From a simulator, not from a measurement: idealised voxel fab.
The following is a process module called voxel air gaps.
cross-section cut | 175 nm wide | cells 5 nm
In this document a cross-section is written as a grid of square cells. It is given as a series of bands, listed from the top down, and a band is one or more rows of cells.
Band: top and bottom heights (nm) first, top before bottom; then materials from left to right, widths in nm. "throughout" marks a sole material filling the band edge to edge. "empty" denotes empty space.
Height 0 is the level under which the wafer as received is all one material. The lowest band goes on downwards, as in "top 0, no bottom".
Top row gets the first number, bottom row gets the second, and each row in between changes by the same step: that is how a band width like "30..40" works.
It should be understood that the words "no modification", when stated for a given step, signify that the cross-section underwent no change in any of its cells during that step.
"Closed void table": empty spaces of 8 cells or more with no open way to the top, each given as width x height at distance, distance from the left edge, all in nm.
Whatever follows a step's settings on its line is a remark the simulator itself makes about that step.
Steps that use a mask can have "overlay nm" on their line. It says how far the mask sat to the right of where it was meant to be. Negative means to the left.
BELOW IS THE LIST OF PLANNED PROCESS STEPS
1 RECEIVE, material Si
2 CONFORMAL_DEP, material SiO2, thk nm 15
3 CONFORMAL_DEP, material SiN, thk nm 5
4 DIRECTIONAL_DEP, material SiO2, thk nm 35
5 MASKED_ETCH, tone open, mask id LINES, width nm 15, pitch nm 40, etch materials SiO2, depth nm 35, overlay nm 0
6 CONFORMAL_DEP, material TiN, thk nm 5
7 FILL_DEP, material Cu, thk nm 10
8 CMP, height nm 55
9 EPI, material Ru, thk nm 10
10 SELECTIVE_ETCH, etch materials SiO2, depth nm 45
11 CONFORMAL_DEP, material SiCN, thk nm 5
CROSS-SECTION: WAFER ON ARRIVAL = AFTER STEP 1
top 0, no bottom: Si throughout
Closed void table: none
WAFER AT MODULE END, IN SECTION. BEGAN AS ABOVE, PLANNED AS ABOVE, RUN WITH ONE MISTAKE
top 70, bottom 65: SiCN throughout
top 65, bottom 55: Ru throughout
top 55, bottom 25: Cu 15; TiN 5; SiO2 15; TiN 5; Cu 15; TiN 5; SiO2 15; TiN 5; Cu 15; TiN 5; SiO2 15; TiN 5; Cu 15; TiN 5; SiO2 15; TiN 5; Cu 15
top 25, bottom 20: TiN 20; SiO2 15; TiN 25; SiO2 15; TiN 25; SiO2 15; TiN 25; SiO2 15; TiN 20
top 20, bottom 15: SiN throughout
top 15, bottom 0: SiO2 throughout
top 0, no bottom: Si throughout
Closed void table: none
Here's what went sideways: off-plan run, step 5, actual operation and settings MASKED_ETCH, tone cover, mask id LINES, width nm 15, pitch nm 40, etch materials SiO2, depth nm 35, overlay nm 0
